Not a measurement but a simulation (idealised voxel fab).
process module | voxel self aligned vias
cross-section cut | 295 nm wide | cells 5 nm
A cross-section is a grid of square cells, given in bands from the top down. A band is one or more rows of cells.
Each band's line starts with the height of the band's top and of its bottom, in nm. Then come its materials from left to right, each with its width in nm. One material with "throughout" fills the band from edge to edge. "air" is empty space.
Height 0 is the level under which the wafer as received is all one material. The lowest band goes on downwards, as in "0 down".
A width such as "30 to 40" changes by the same amount from each row of cells to the next, from the band's top row to its bottom row.
"no change" after a step means that no cell of the cross-section changed.
closed voids: empty space of 8 cells or more with no open way to the top, each as width x height at its distance from the left edge, in nm
after a step's settings: what the simulator itself notes on the step
overlay nm, on a step with a mask: how far to the right of its planned place the mask lay; to the left if negative
Each pair below shows a cross-section before one step and the cross-section after it, down to the lowest band that changed. The line under each pair gives the step between them, with its settings. The pairs can come from different runs of this module on the same starting wafer, so a pair continues from the pair above only where its "before" says so.
before
  0 down: Si throughout
  closed voids: none
after
  10 to 0: SiO2 throughout
  below 0: unchanged
  closed voids: none
the step between: op CONFORMAL_DEP | material SiO2 | thk nm 10
before: the cross-section after the pair above
after
  15 to 10: SiCN throughout
  below 10: unchanged
  closed voids: none
the step between: op CONFORMAL_DEP | material SiCN | thk nm 5
before: the cross-section after the pair above
after
  40 to 15: lowk throughout
  below 15: unchanged
  closed voids: none
the step between: op DIRECTIONAL_DEP | material lowk | thk nm 25
before: the cross-section after the pair above
after
  50 to 40: aC throughout
  below 40: unchanged
  closed voids: none
the step between: op DIRECTIONAL_DEP | material aC | thk nm 10
before: the cross-section after the pair above
after
  80 to 50: resist 110 | air 25 | resist 25 | air 25 | resist 110
  below 50: unchanged
  closed voids: none
the step between: op PATTERN | tone open | mask id LINES | material resist | width nm 25 | pitch nm 50 | thk nm 30 | overlay nm 0
before: the cross-section after the pair above
after
  70 to 50: resist 110 | air 25 | resist 25 | air 25 | resist 110
  50 to 40: aC 110 | air 25 | aC 25 | air 25 | aC 110
  below 40: unchanged
  closed voids: none
the step between: op DIRECTIONAL_ETCH | etch materials aC | depth nm 10
before: the cross-section after the pair above
after
  50 to 40: aC 110 | air 25 | aC 25 | air 25 | aC 110
  below 40: unchanged
  closed voids: none
the step between: op STRIP | etch materials resist
before: the cross-section after the pair above
after
  50 to 40: aC 110 | air 25 | aC 25 | air 25 | aC 110
  40 to 15: lowk 110 | air 25 | lowk 25 | air 25 | lowk 110
  below 15: unchanged
  closed voids: none
the step between: op DIRECTIONAL_ETCH | etch materials lowk | depth nm 25
before: the cross-section after the pair above
after
  40 to 15: lowk 110 | air 25 | lowk 25 | air 25 | lowk 110
  below 15: unchanged
  closed voids: none
the step between: op STRIP | etch materials aC
before: the cross-section after the pair above
after
  45 to 40: TiN 115 | air 15 | TiN 35 | air 15 | TiN 115
  40 to 20: lowk 110 | TiN 5 | air 15 | TiN 5 | lowk 25 | TiN 5 | air 15 | TiN 5 | lowk 110
  20 to 15: lowk 110 | TiN 25 | lowk 25 | TiN 25 | lowk 110
  below 15: unchanged
  closed voids: none
the step between: op CONFORMAL_DEP | material TiN | thk nm 5
before: the cross-section after the pair above
after
  50 to 45: Ru throughout
  45 to 40: TiN 115 | Ru 15 | TiN 35 | Ru 15 | TiN 115
  40 to 20: lowk 110 | TiN 5 | Ru 15 | TiN 5 | lowk 25 | TiN 5 | Ru 15 | TiN 5 | lowk 110
  below 20: unchanged
  closed voids: none
the step between: op FILL_DEP | material Ru | thk nm 5
before: the cross-section after the pair above
after
  40 to 20: lowk 110 | TiN 5 | Ru 15 | TiN 5 | lowk 25 | TiN 5 | Ru 15 | TiN 5 | lowk 110
  below 20: unchanged
  closed voids: none
the step between: op CMP | height nm 40
before: the cross-section after the pair above
after
  40 to 35: lowk 110 | air 25 | lowk 25 | air 25 | lowk 110
  below 35: unchanged
  closed voids: none
the step between: op SELECTIVE_ETCH | etch materials W Ru TiN | depth nm 5
before: the cross-section after the pair above
after
  50 to 40: SiN throughout
  40 to 35: lowk 110 | SiN 25 | lowk 25 | SiN 25 | lowk 110
  below 35: unchanged
  closed voids: none
the step between: op FILL_DEP | material SiN | thk nm 10
before: the cross-section after the pair above
after
  40 to 35: lowk 110 | SiN 25 | lowk 25 | SiN 25 | lowk 110
  below 35: unchanged
  closed voids: none
the step between: op CMP | height nm 40
before: the cross-section after the pair above
after
  55 to 40: lowk throughout
  below 40: unchanged
  closed voids: none
the step between: op DIRECTIONAL_DEP | material lowk | thk nm 15
before: the cross-section after the pair above
after
  70 to 55: resist 105 | air 35 | resist 155
  below 55: unchanged
  closed voids: none
the step between: op PATTERN | tone open | mask id VIAS | material resist | width nm 35 | thk nm 15 | overlay nm 0
before: the cross-section after the pair above
after
  70 to 55: resist 105 | air 35 | resist 155
  55 to 40: lowk 105 | air 35 | lowk 155
  below 40: unchanged
  closed voids: none
the step between: op DIRECTIONAL_ETCH | etch materials lowk | depth nm 15
before: the cross-section after the pair above
after
  70 to 55: resist 105 | air 35 | resist 155
  55 to 40: lowk 105 | air 35 | lowk 155
  40 to 35: lowk 110 | air 25 | lowk 25 | SiN 25 | lowk 110
  below 35: unchanged
  closed voids: none
the step between: op DIRECTIONAL_ETCH | etch materials SiN | depth nm 5
before: the cross-section after the pair above
after
  55 to 40: lowk 105 | air 35 | lowk 155
  below 40: unchanged
  closed voids: none
the step between: op STRIP | etch materials resist
before: the cross-section after the pair above
after
  60 to 55: TiN 110 | air 25 | TiN 160
  55 to 45: lowk 105 | TiN 5 | air 25 | TiN 5 | lowk 155
  45 to 40: lowk 105 | TiN 10 | air 15 | TiN 10 | lowk 155
  40 to 35: lowk 110 | TiN 25 | lowk 25 | SiN 25 | lowk 110
  below 35: unchanged
  closed voids: none
the step between: op CONFORMAL_DEP | material TiN | thk nm 5
before: the cross-section after the pair above
after
  70 to 60: Cu throughout
  60 to 55: TiN 110 | Cu 25 | TiN 160
  55 to 45: lowk 105 | TiN 5 | Cu 25 | TiN 5 | lowk 155
  45 to 40: lowk 105 | TiN 10 | Cu 15 | TiN 10 | lowk 155
  below 40: unchanged
  closed voids: none
the step between: op FILL_DEP | material Cu | thk nm 10
before: the cross-section after the pair above
after
  55 to 45: lowk 105 | TiN 5 | Cu 25 | TiN 5 | lowk 155
  below 45: unchanged
  closed voids: none
the step between: op CMP | height nm 55
before: the cross-section after the pair above
after
  60 to 55: SiCN throughout
  below 55: unchanged
  closed voids: none
the step between: op CONFORMAL_DEP | material SiCN | thk nm 5
before
  70 to 60: Cu throughout
  60 to 55: TiN 110 | Cu 25 | TiN 160
  55 to 45: lowk 105 | TiN 5 | Cu 25 | TiN 5 | lowk 155
  45 to 40: lowk 105 | TiN 10 | Cu 15 | TiN 10 | lowk 155
  40 to 35: lowk 110 | TiN 25 | lowk 25 | SiN 25 | lowk 110
  35 to 20: lowk 110 | TiN 5 | Ru 15 | TiN 5 | lowk 25 | TiN 5 | Ru 15 | TiN 5 | lowk 110
  20 to 15: lowk 110 | TiN 25 | lowk 25 | TiN 25 | lowk 110
  15 to 10: SiCN throughout
  10 to 0: SiO2 throughout
  0 down: Si throughout
  closed voids: none
after
  75 to 70: SiCN throughout
  below 70: unchanged
  closed voids: none
the step between: op CONFORMAL_DEP | material SiCN | thk nm 5
before
  70 to 55: resist 105 | air 35 | resist 155
  55 to 40: lowk 105 | air 35 | lowk 155
  40 to 35: lowk 110 | SiN 25 | lowk 25 | SiN 25 | lowk 110
  35 to 20: lowk 110 | TiN 5 | Ru 15 | TiN 5 | lowk 25 | TiN 5 | Ru 15 | TiN 5 | lowk 110
  20 to 15: lowk 110 | TiN 25 | lowk 25 | TiN 25 | lowk 110
  15 to 10: SiCN throughout
  10 to 0: SiO2 throughout
  0 down: Si throughout
  closed voids: none
after
  70 to 55: resist 105 | air 35 | resist 155
  55 to 40: lowk 105 | air 35 | lowk 155
  40 to 35: lowk 105 | air 5 | SiN 25 | air 5 | lowk 20 | SiN 25 | lowk 110
  35 to 25: lowk 105 | air 5 | TiN 5 | Ru 15 | TiN 5 | air 5 | lowk 20 | TiN 5 | Ru 15 | TiN 5 | lowk 110
  below 25: unchanged
  closed voids: none
the step between: op DIRECTIONAL_ETCH | etch materials lowk | depth nm 15
before: the cross-section after the pair above
after
  70 to 55: resist 105 | air 35 | resist 155
  55 to 40: lowk 105 | air 35 | lowk 155
  40 to 35: lowk 105 | air 35 | lowk 20 | SiN 25 | lowk 110
  below 35: unchanged
  closed voids: none
the step between: op DIRECTIONAL_ETCH | etch materials SiN | depth nm 5
before: the cross-section after the pair above
after
  55 to 40: lowk 105 | air 35 | lowk 155
  below 40: unchanged
  closed voids: none
the step between: op STRIP | etch materials resist
before: the cross-section after the pair above
after
  60 to 55: TiN 110 | air 25 | TiN 160
  55 to 40: lowk 105 | TiN 5 | air 25 | TiN 5 | lowk 155
  40 to 35: lowk 105 | TiN 35 | lowk 20 | SiN 25 | lowk 110
  35 to 25: lowk 105 | TiN 10 | Ru 15 | TiN 10 | lowk 20 | TiN 5 | Ru 15 | TiN 5 | lowk 110
  below 25: unchanged
  closed voids: none
the step between: op CONFORMAL_DEP | material TiN | thk nm 5
before: the cross-section after the pair above
after
  70 to 60: Cu throughout
  60 to 55: TiN 110 | Cu 25 | TiN 160
  55 to 40: lowk 105 | TiN 5 | Cu 25 | TiN 5 | lowk 155
  below 40: unchanged
  closed voids: none
the step between: op FILL_DEP | material Cu | thk nm 10
before: the cross-section after the pair above
after
  55 to 40: lowk 105 | TiN 5 | Cu 25 | TiN 5 | lowk 155
  below 40: unchanged
  closed voids: none
the step between: op CMP | height nm 55
before: the cross-section after the pair above
after
  60 to 55: SiCN throughout
  below 55: unchanged
  closed voids: none
the step between: op CONFORMAL_DEP | material SiCN | thk nm 5
before
  10 to 0: SiO2 throughout
  0 down: Si throughout
  closed voids: none
after
  35 to 10: lowk throughout
  below 10: unchanged
  closed voids: none
the step between: op DIRECTIONAL_DEP | material lowk | thk nm 25
before: the cross-section after the pair above
after
  40 to 35: SiCN throughout
  below 35: unchanged
  closed voids: none
the step between: op CONFORMAL_DEP | material SiCN | thk nm 5
before: the cross-section after the pair above
after
  50 to 40: aC throughout
  below 40: unchanged
  closed voids: none
the step between: op DIRECTIONAL_DEP | material aC | thk nm 10
before: the cross-section after the pair above
after
  80 to 50: resist 110 | air 25 | resist 25 | air 25 | resist 110
  below 50: unchanged
  closed voids: none
the step between: op PATTERN | tone open | mask id LINES | material resist | width nm 25 | pitch nm 50 | thk nm 30 | overlay nm 0
before: the cross-section after the pair above
after
  70 to 50: resist 110 | air 25 | resist 25 | air 25 | resist 110
  50 to 40: aC 110 | air 25 | aC 25 | air 25 | aC 110
  below 40: unchanged
  closed voids: none
the step between: op DIRECTIONAL_ETCH | etch materials aC | depth nm 10
before: the cross-section after the pair above
after
  50 to 40: aC 110 | air 25 | aC 25 | air 25 | aC 110
  below 40: unchanged
  closed voids: none
the step between: op STRIP | etch materials resist
before: the cross-section after the pair above
after
  40 to 35: SiCN throughout
  below 35: unchanged
  closed voids: none
the step between: op STRIP | etch materials aC
before: the cross-section after the pair above
after
  45 to 40: TiN throughout
  below 40: unchanged
  closed voids: none
the step between: op CONFORMAL_DEP | material TiN | thk nm 5
before: the cross-section after the pair above
after
  50 to 45: Ru throughout
  below 45: unchanged
  closed voids: none
the step between: op FILL_DEP | material Ru | thk nm 5
before: the cross-section after the pair above
after
  40 to 35: SiCN throughout
  below 35: unchanged
  closed voids: none
the step between: op CMP | height nm 40
before: the cross-section after the pair above
after
  50 to 40: SiN throughout
  below 40: unchanged
  closed voids: none
the step between: op FILL_DEP | material SiN | thk nm 10
before: the cross-section after the pair above
after
  40 to 35: SiCN throughout
  below 35: unchanged
  closed voids: none
the step between: op CMP | height nm 40
before: the cross-section after the pair above
after
  55 to 40: lowk throughout
  below 40: unchanged
  closed voids: none
the step between: op DIRECTIONAL_DEP | material lowk | thk nm 15
before: the cross-section after the pair above
after
  70 to 55: resist 105 | air 35 | resist 155
  below 55: unchanged
  closed voids: none
the step between: op PATTERN | tone open | mask id VIAS | material resist | width nm 35 | thk nm 15 | overlay nm 0
before: the cross-section after the pair above
after
  70 to 55: resist 105 | air 35 | resist 155
  55 to 40: lowk 105 | air 35 | lowk 155
  below 40: unchanged
  closed voids: none
the step between: op DIRECTIONAL_ETCH | etch materials lowk | depth nm 15
before: the cross-section after the pair above
after
  55 to 40: lowk 105 | air 35 | lowk 155
  below 40: unchanged
  closed voids: none
the step between: op STRIP | etch materials resist
before: the cross-section after the pair above
after
  60 to 55: TiN 110 | air 25 | TiN 160
  55 to 45: lowk 105 | TiN 5 | air 25 | TiN 5 | lowk 155
  45 to 40: lowk 105 | TiN 35 | lowk 155
  below 40: unchanged
  closed voids: none
the step between: op CONFORMAL_DEP | material TiN | thk nm 5
before: the cross-section after the pair above
after
  70 to 60: Cu throughout
  60 to 55: TiN 110 | Cu 25 | TiN 160
  55 to 45: lowk 105 | TiN 5 | Cu 25 | TiN 5 | lowk 155
  below 45: unchanged
  closed voids: none
the step between: op FILL_DEP | material Cu | thk nm 10
before: the cross-section after the pair above
after
  55 to 45: lowk 105 | TiN 5 | Cu 25 | TiN 5 | lowk 155
  below 45: unchanged
  closed voids: none
the step between: op CMP | height nm 55
before: the cross-section after the pair above
after
  60 to 55: SiCN throughout
  below 55: unchanged
  closed voids: none
the step between: op CONFORMAL_DEP | material SiCN | thk nm 5
before
  10 to 0: SiO2 throughout
  0 down: Si throughout
  closed voids: none
after
  25 to 10: SiCN throughout
  below 10: unchanged
  closed voids: none
the step between: op CONFORMAL_DEP | material SiCN | thk nm 15
before: the cross-section after the pair above
after
  50 to 25: lowk throughout
  below 25: unchanged
  closed voids: none
the step between: op DIRECTIONAL_DEP | material lowk | thk nm 25
before: the cross-section after the pair above
after
  60 to 50: aC throughout
  below 50: unchanged
  closed voids: none
the step between: op DIRECTIONAL_DEP | material aC | thk nm 10
before: the cross-section after the pair above
after
  90 to 60: resist 110 | air 25 | resist 25 | air 25 | resist 110
  below 60: unchanged
  closed voids: none
the step between: op PATTERN | tone open | mask id LINES | material resist | width nm 25 | pitch nm 50 | thk nm 30 | overlay nm 0
before: the cross-section after the pair above
after
  80 to 60: resist 110 | air 25 | resist 25 | air 25 | resist 110
  60 to 50: aC 110 | air 25 | aC 25 | air 25 | aC 110
  below 50: unchanged
  closed voids: none
the step between: op DIRECTIONAL_ETCH | etch materials aC | depth nm 10
before: the cross-section after the pair above
after
  60 to 50: aC 110 | air 25 | aC 25 | air 25 | aC 110
  below 50: unchanged
  closed voids: none
the step between: op STRIP | etch materials resist
before: the cross-section after the pair above
after
  60 to 50: aC 110 | air 25 | aC 25 | air 25 | aC 110
  50 to 25: lowk 110 | air 25 | lowk 25 | air 25 | lowk 110
  below 25: unchanged
  closed voids: none
the step between: op DIRECTIONAL_ETCH | etch materials lowk | depth nm 25
before: the cross-section after the pair above
after
  50 to 25: lowk 110 | air 25 | lowk 25 | air 25 | lowk 110
  below 25: unchanged
  closed voids: none
the step between: op STRIP | etch materials aC
before: the cross-section after the pair above
after
  55 to 50: TiN 115 | air 15 | TiN 35 | air 15 | TiN 115
  50 to 30: lowk 110 | TiN 5 | air 15 | TiN 5 | lowk 25 | TiN 5 | air 15 | TiN 5 | lowk 110
  30 to 25: lowk 110 | TiN 25 | lowk 25 | TiN 25 | lowk 110
  below 25: unchanged
  closed voids: none
the step between: op CONFORMAL_DEP | material TiN | thk nm 5
before: the cross-section after the pair above
after
  60 to 55: Ru throughout
  55 to 50: TiN 115 | Ru 15 | TiN 35 | Ru 15 | TiN 115
  50 to 30: lowk 110 | TiN 5 | Ru 15 | TiN 5 | lowk 25 | TiN 5 | Ru 15 | TiN 5 | lowk 110
  below 30: unchanged
  closed voids: none
the step between: op FILL_DEP | material Ru | thk nm 5
before: the cross-section after the pair above
after
  40 to 30: lowk 110 | TiN 5 | Ru 15 | TiN 5 | lowk 25 | TiN 5 | Ru 15 | TiN 5 | lowk 110
  below 30: unchanged
  closed voids: none
the step between: op CMP | height nm 40
before: the cross-section after the pair above
after
  40 to 35: lowk 110 | air 25 | lowk 25 | air 25 | lowk 110
  below 35: unchanged
  closed voids: none
the step between: op SELECTIVE_ETCH | etch materials W Ru TiN | depth nm 5
before: the cross-section after the pair above
after
  50 to 40: SiN throughout
  40 to 35: lowk 110 | SiN 25 | lowk 25 | SiN 25 | lowk 110
  below 35: unchanged
  closed voids: none
the step between: op FILL_DEP | material SiN | thk nm 10
before: the cross-section after the pair above
after
  40 to 35: lowk 110 | SiN 25 | lowk 25 | SiN 25 | lowk 110
  below 35: unchanged
  closed voids: none
the step between: op CMP | height nm 40
before: the cross-section after the pair above
after
  55 to 40: lowk throughout
  below 40: unchanged
  closed voids: none
the step between: op DIRECTIONAL_DEP | material lowk | thk nm 15
before: the cross-section after the pair above
after
  70 to 55: resist 105 | air 35 | resist 155
  below 55: unchanged
  closed voids: none
the step between: op PATTERN | tone open | mask id VIAS | material resist | width nm 35 | thk nm 15 | overlay nm 0
before: the cross-section after the pair above
after
  70 to 55: resist 105 | air 35 | resist 155
  55 to 40: lowk 105 | air 35 | lowk 155
  below 40: unchanged
  closed voids: none
the step between: op DIRECTIONAL_ETCH | etch materials lowk | depth nm 15
before: the cross-section after the pair above
after
  70 to 55: resist 105 | air 35 | resist 155
  55 to 40: lowk 105 | air 35 | lowk 155
  40 to 35: lowk 110 | air 25 | lowk 25 | SiN 25 | lowk 110
  below 35: unchanged
  closed voids: none
the step between: op DIRECTIONAL_ETCH | etch materials SiN | depth nm 5
before: the cross-section after the pair above
after
  55 to 40: lowk 105 | air 35 | lowk 155
  below 40: unchanged
  closed voids: none
the step between: op STRIP | etch materials resist
before: the cross-section after the pair above
after
  60 to 55: TiN 110 | air 25 | TiN 160
  55 to 45: lowk 105 | TiN 5 | air 25 | TiN 5 | lowk 155
  45 to 40: lowk 105 | TiN 10 | air 15 | TiN 10 | lowk 155
  40 to 35: lowk 110 | TiN 25 | lowk 25 | SiN 25 | lowk 110
  below 35: unchanged
  closed voids: none
the step between: op CONFORMAL_DEP | material TiN | thk nm 5
before: the cross-section after the pair above
after
  70 to 60: Cu throughout
  60 to 55: TiN 110 | Cu 25 | TiN 160
  55 to 45: lowk 105 | TiN 5 | Cu 25 | TiN 5 | lowk 155
  45 to 40: lowk 105 | TiN 10 | Cu 15 | TiN 10 | lowk 155
  below 40: unchanged
  closed voids: none
the step between: op FILL_DEP | material Cu | thk nm 10
before: the cross-section after the pair above
after
  55 to 45: lowk 105 | TiN 5 | Cu 25 | TiN 5 | lowk 155
  below 45: unchanged
  closed voids: none
the step between: op CMP | height nm 55
before: the cross-section after the pair above
after
  60 to 55: SiCN throughout
  below 55: unchanged
  closed voids: none
the step between: op CONFORMAL_DEP | material SiCN | thk nm 5
before
  55 to 40: lowk throughout
  40 to 35: lowk 110 | SiN 25 | lowk 25 | SiN 25 | lowk 110
  35 to 20: lowk 110 | TiN 5 | Ru 15 | TiN 5 | lowk 25 | TiN 5 | Ru 15 | TiN 5 | lowk 110
  20 to 15: lowk 110 | TiN 25 | lowk 25 | TiN 25 | lowk 110
  15 to 10: SiCN throughout
  10 to 0: SiO2 throughout
  0 down: Si throughout
  closed voids: none
after
  70 to 55: resist 110 | air 30 | resist 155
  below 55: unchanged
  closed voids: none
the step between: op PATTERN | tone open | mask id VIAS | material resist | width nm 30 | thk nm 15 | overlay nm 0
before: the cross-section after the pair above
after
  70 to 55: resist 110 | air 30 | resist 155
  55 to 40: lowk 110 | air 30 | lowk 155
  below 40: unchanged
  closed voids: none
the step between: op DIRECTIONAL_ETCH | etch materials lowk | depth nm 15
before: the cross-section after the pair above
after
  70 to 55: resist 110 | air 30 | resist 155
  55 to 40: lowk 110 | air 30 | lowk 155
  40 to 35: lowk 110 | air 25 | lowk 25 | SiN 25 | lowk 110
  below 35: unchanged
  closed voids: none
the step between: op DIRECTIONAL_ETCH | etch materials SiN | depth nm 5
before: the cross-section after the pair above
after
  55 to 40: lowk 110 | air 30 | lowk 155
  below 40: unchanged
  closed voids: none
the step between: op STRIP | etch materials resist
before: the cross-section after the pair above
after
  60 to 55: TiN 115 | air 20 | TiN 160
  55 to 45: lowk 110 | TiN 5 | air 20 | TiN 5 | lowk 155
  45 to 40: lowk 110 | TiN 5 | air 15 | TiN 10 | lowk 155
  40 to 35: lowk 110 | TiN 25 | lowk 25 | SiN 25 | lowk 110
  below 35: unchanged
  closed voids: none
the step between: op CONFORMAL_DEP | material TiN | thk nm 5
before: the cross-section after the pair above
after
  70 to 60: Cu throughout
  60 to 55: TiN 115 | Cu 20 | TiN 160
  55 to 45: lowk 110 | TiN 5 | Cu 20 | TiN 5 | lowk 155
  45 to 40: lowk 110 | TiN 5 | Cu 15 | TiN 10 | lowk 155
  below 40: unchanged
  closed voids: none
the step between: op FILL_DEP | material Cu | thk nm 10
before: the cross-section after the pair above
after
  55 to 45: lowk 110 | TiN 5 | Cu 20 | TiN 5 | lowk 155
  below 45: unchanged
  closed voids: none
the step between: op CMP | height nm 55
before: the cross-section after the pair above
after
  60 to 55: SiCN throughout
  below 55: unchanged
  closed voids: none
the step between: op CONFORMAL_DEP | material SiCN | thk nm 5
before
  55 to 40: lowk throughout
  40 to 35: lowk 110 | SiN 25 | lowk 25 | SiN 25 | lowk 110
  35 to 20: lowk 110 | TiN 5 | Ru 15 | TiN 5 | lowk 25 | TiN 5 | Ru 15 | TiN 5 | lowk 110
  20 to 15: lowk 110 | TiN 25 | lowk 25 | TiN 25 | lowk 110
  15 to 10: SiCN throughout
  10 to 0: SiO2 throughout
  0 down: Si throughout
  closed voids: none
after
  70 to 55: resist 110 | air 35 | resist 150
  below 55: unchanged
  closed voids: none
the step between: op PATTERN | tone open | mask id VIAS | material resist | width nm 35 | thk nm 15 | overlay nm 5
before: the cross-section after the pair above
after
  70 to 55: resist 110 | air 35 | resist 150
  55 to 40: lowk 110 | air 35 | lowk 150
  below 40: unchanged
  closed voids: none
the step between: op DIRECTIONAL_ETCH | etch materials lowk | depth nm 15
before: the cross-section after the pair above
after
  70 to 55: resist 110 | air 35 | resist 150
  55 to 40: lowk 110 | air 35 | lowk 150
  40 to 35: lowk 110 | air 25 | lowk 25 | SiN 25 | lowk 110
  below 35: unchanged
  closed voids: none
the step between: op DIRECTIONAL_ETCH | etch materials SiN | depth nm 5
before: the cross-section after the pair above
after
  55 to 40: lowk 110 | air 35 | lowk 150
  below 40: unchanged
  closed voids: none
the step between: op STRIP | etch materials resist
before: the cross-section after the pair above
after
  60 to 55: TiN 115 | air 25 | TiN 155
  55 to 45: lowk 110 | TiN 5 | air 25 | TiN 5 | lowk 150
  45 to 40: lowk 110 | TiN 5 | air 15 | TiN 15 | lowk 150
  40 to 35: lowk 110 | TiN 25 | lowk 25 | SiN 25 | lowk 110
  below 35: unchanged
  closed voids: none
the step between: op CONFORMAL_DEP | material TiN | thk nm 5
before: the cross-section after the pair above
after
  70 to 60: Cu throughout
  60 to 55: TiN 115 | Cu 25 | TiN 155
  55 to 45: lowk 110 | TiN 5 | Cu 25 | TiN 5 | lowk 150
  45 to 40: lowk 110 | TiN 5 | Cu 15 | TiN 15 | lowk 150
  below 40: unchanged
  closed voids: none
the step between: op FILL_DEP | material Cu | thk nm 10
before: the cross-section after the pair above
after
  55 to 45: lowk 110 | TiN 5 | Cu 25 | TiN 5 | lowk 150
  below 45: unchanged
  closed voids: none
the step between: op CMP | height nm 55
before: the cross-section after the pair above
after
  60 to 55: SiCN throughout
  below 55: unchanged
  closed voids: none
the step between: op CONFORMAL_DEP | material SiCN | thk nm 5
before
  45 to 40: TiN 115 | air 15 | TiN 35 | air 15 | TiN 115
  40 to 20: lowk 110 | TiN 5 | air 15 | TiN 5 | lowk 25 | TiN 5 | air 15 | TiN 5 | lowk 110
  20 to 15: lowk 110 | TiN 25 | lowk 25 | TiN 25 | lowk 110
  15 to 10: SiCN throughout
  10 to 0: SiO2 throughout
  0 down: Si throughout
  closed voids: none
after
  50 to 45: Cu throughout
  45 to 40: TiN 115 | Cu 15 | TiN 35 | Cu 15 | TiN 115
  40 to 20: lowk 110 | TiN 5 | Cu 15 | TiN 5 | lowk 25 | TiN 5 | Cu 15 | TiN 5 | lowk 110
  below 20: unchanged
  closed voids: none
the step between: op FILL_DEP | material Cu | thk nm 5
before: the cross-section after the pair above
after
  40 to 20: lowk 110 | TiN 5 | Cu 15 | TiN 5 | lowk 25 | TiN 5 | Cu 15 | TiN 5 | lowk 110
  below 20: unchanged
  closed voids: none
the step between: op CMP | height nm 40
before: the cross-section after the pair above
after
  40 to 35: lowk 110 | air 5 | Cu 15 | air 5 | lowk 25 | air 5 | Cu 15 | air 5 | lowk 110
  below 35: unchanged
  closed voids: none
the step between: op SELECTIVE_ETCH | etch materials W Ru TiN | depth nm 5
before: the cross-section after the pair above
after
  50 to 40: SiN throughout
  40 to 35: lowk 110 | SiN 5 | Cu 15 | SiN 5 | lowk 25 | SiN 5 | Cu 15 | SiN 5 | lowk 110
  below 35: unchanged
  closed voids: none
the step between: op FILL_DEP | material SiN | thk nm 10
before: the cross-section after the pair above
after
  40 to 35: lowk 110 | SiN 5 | Cu 15 | SiN 5 | lowk 25 | SiN 5 | Cu 15 | SiN 5 | lowk 110
  below 35: unchanged
  closed voids: none
the step between: op CMP | height nm 40
before: the cross-section after the pair above
after
  55 to 40: lowk throughout
  below 40: unchanged
  closed voids: none
the step between: op DIRECTIONAL_DEP | material lowk | thk nm 15
before: the cross-section after the pair above
after
  70 to 55: resist 105 | air 35 | resist 155
  below 55: unchanged
  closed voids: none
the step between: op PATTERN | tone open | mask id VIAS | material resist | width nm 35 | thk nm 15 | overlay nm 0
before: the cross-section after the pair above
after
  70 to 55: resist 105 | air 35 | resist 155
  55 to 40: lowk 105 | air 35 | lowk 155
  below 40: unchanged
  closed voids: none
the step between: op DIRECTIONAL_ETCH | etch materials lowk | depth nm 15
before: the cross-section after the pair above
after
  70 to 55: resist 105 | air 35 | resist 155
  55 to 40: lowk 105 | air 35 | lowk 155
  40 to 35: lowk 110 | air 5 | Cu 15 | air 5 | lowk 25 | SiN 5 | Cu 15 | SiN 5 | lowk 110
  below 35: unchanged
  closed voids: none
the step between: op DIRECTIONAL_ETCH | etch materials SiN | depth nm 5
before: the cross-section after the pair above
after
  55 to 40: lowk 105 | air 35 | lowk 155
  below 40: unchanged
  closed voids: none
the step between: op STRIP | etch materials resist
before: the cross-section after the pair above
after
  60 to 55: TiN 110 | air 25 | TiN 160
  55 to 45: lowk 105 | TiN 5 | air 25 | TiN 5 | lowk 155
  45 to 40: lowk 105 | TiN 35 | lowk 155
  40 to 35: lowk 110 | TiN 5 | Cu 15 | TiN 5 | lowk 25 | SiN 5 | Cu 15 | SiN 5 | lowk 110
  below 35: unchanged
  closed voids: none
the step between: op CONFORMAL_DEP | material TiN | thk nm 5
before: the cross-section after the pair above
after
  70 to 60: Cu throughout
  60 to 55: TiN 110 | Cu 25 | TiN 160
  55 to 45: lowk 105 | TiN 5 | Cu 25 | TiN 5 | lowk 155
  below 45: unchanged
  closed voids: none
the step between: op FILL_DEP | material Cu | thk nm 10
before: the cross-section after the pair above
after
  55 to 45: lowk 105 | TiN 5 | Cu 25 | TiN 5 | lowk 155
  below 45: unchanged
  closed voids: none
the step between: op CMP | height nm 55
before: the cross-section after the pair above
after
  60 to 55: SiCN throughout
  below 55: unchanged
  closed voids: none
the step between: op CONFORMAL_DEP | material SiCN | thk nm 5
before
  55 to 40: lowk throughout
  40 to 35: lowk 110 | SiN 25 | lowk 25 | SiN 25 | lowk 110
  35 to 20: lowk 110 | TiN 5 | Ru 15 | TiN 5 | lowk 25 | TiN 5 | Ru 15 | TiN 5 | lowk 110
  20 to 15: lowk 110 | TiN 25 | lowk 25 | TiN 25 | lowk 110
  15 to 10: SiCN throughout
  10 to 0: SiO2 throughout
  0 down: Si throughout
  closed voids: none
after
  70 to 55: air 105 | resist 35 | air 155
  below 55: unchanged
  closed voids: none
the step between: op PATTERN | tone cover | mask id VIAS | material resist | width nm 35 | thk nm 15 | overlay nm 0
before: the cross-section after the pair above
after
  70 to 55: air 105 | resist 35 | air 155
  55 to 40: air 105 | lowk 35 | air 155
  below 40: unchanged
  closed voids: none
the step between: op DIRECTIONAL_ETCH | etch materials lowk | depth nm 15
before: the cross-section after the pair above
after
  70 to 55: air 105 | resist 35 | air 155
  55 to 40: air 105 | lowk 35 | air 155
  40 to 35: lowk 110 | SiN 25 | lowk 25 | air 25 | lowk 110
  below 35: unchanged
  closed voids: none
the step between: op DIRECTIONAL_ETCH | etch materials SiN | depth nm 5
before: the cross-section after the pair above
after
  55 to 40: air 105 | lowk 35 | air 155
  below 40: unchanged
  closed voids: none
the step between: op STRIP | etch materials resist
before: the cross-section after the pair above
after
  60 to 55: air 100 | TiN 45 | air 150
  55 to 45: air 100 | TiN 5 | lowk 35 | TiN 5 | air 150
  45 to 40: TiN 105 | lowk 35 | TiN 25 | air 15 | TiN 115
  40 to 35: lowk 110 | SiN 25 | lowk 25 | TiN 25 | lowk 110
  below 35: unchanged
  closed voids: none
the step between: op CONFORMAL_DEP | material TiN | thk nm 5
before: the cross-section after the pair above
after
  70 to 60: Cu throughout
  60 to 55: Cu 100 | TiN 45 | Cu 150
  55 to 45: Cu 100 | TiN 5 | lowk 35 | TiN 5 | Cu 150
  45 to 40: TiN 105 | lowk 35 | TiN 25 | Cu 15 | TiN 115
  below 40: unchanged
  closed voids: none
the step between: op FILL_DEP | material Cu | thk nm 10
before: the cross-section after the pair above
after
  55 to 45: Cu 100 | TiN 5 | lowk 35 | TiN 5 | Cu 150
  below 45: unchanged
  closed voids: none
the step between: op CMP | height nm 55
before: the cross-section after the pair above
after
  60 to 55: SiCN throughout
  below 55: unchanged
  closed voids: none
the step between: op CONFORMAL_DEP | material SiCN | thk nm 5
